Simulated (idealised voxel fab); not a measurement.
process module | voxel lift off
Cross-section cut spans 300 nm and uses square cells 5 nm in size.
Square cells in a grid make up a cross-section in this document, and the grid is given as bands, listed from the top down, each one or more rows of cells.
Each band's line starts with the height of the band's top and of its bottom, in nm. Then come its materials from left to right, each with its width in nm. One material with "everywhere" fills the band from edge to edge. "air" is empty space.
Heights are expressed relative to 0, this being the level below which the as-received wafer comprises one material exclusively. The lowest band is unbounded in the downward direction and is denoted as in "0 and below".
The two numbers in a width such as "30->40" mark its ends across the band: the first belongs to the top row of cells, the second to the bottom row, and from each row to the next the width moves by the same amount.
You'll sometimes find "same as before" written for a step, and that's the way of saying that nowhere in the cross-section did a cell change during that step.
"Trapped cavities": empty spaces of 8 cells or more with no open way to the top, each given as width x height at distance, distance from the left edge, all in nm.
Note: text after step settings on the step line = simulator remark on that step.
When a step includes a mask, the "overlay nm" setting on its line states how far to the right of its planned place that mask lay, and negative values state how far to the left.

[Steps planned for the process]
| 1 | RECEIVE with material Si |
| 2 | CONFORMAL_DEP with material Al2O3, thk nm 10 |
| 3 | PATTERN with tone open, mask id LINES, material resist, width nm 20, pitch nm 35, thk nm 30, overlay nm 0 |
| 4 | DIRECTIONAL_DEP with material Ru, thk nm 15 |
| 5 | STRIP with etch materials resist |
| 6 | CONFORMAL_DEP with material SiCN, thk nm 10 |

[As received (post step 1): cross-section]
- 0 and below: Si everywhere
- Trapped cavities: none

[Wafer at module end, in section. Began as above, planned as above, run with one mistake]
- 35 down to 25: 115 air; 70 SiCN; 115 air
- 25 down to 20: 115 air; 10 SiCN; 15 Ru; 20 SiCN; 15 Ru; 10 SiCN; 115 air
- 20 down to 10: 125 SiCN; 15 Ru; 20 SiCN; 15 Ru; 125 SiCN
- 10 down to 0: Al2O3 everywhere
- 0 and below: Si everywhere
- Trapped cavities: none
The plan and the run diverged here: in deviation from the planned setting, step 3 was conducted as PATTERN with tone open, mask id LINES, material resist, width nm 15, pitch nm 35, thk nm 30, overlay nm 0
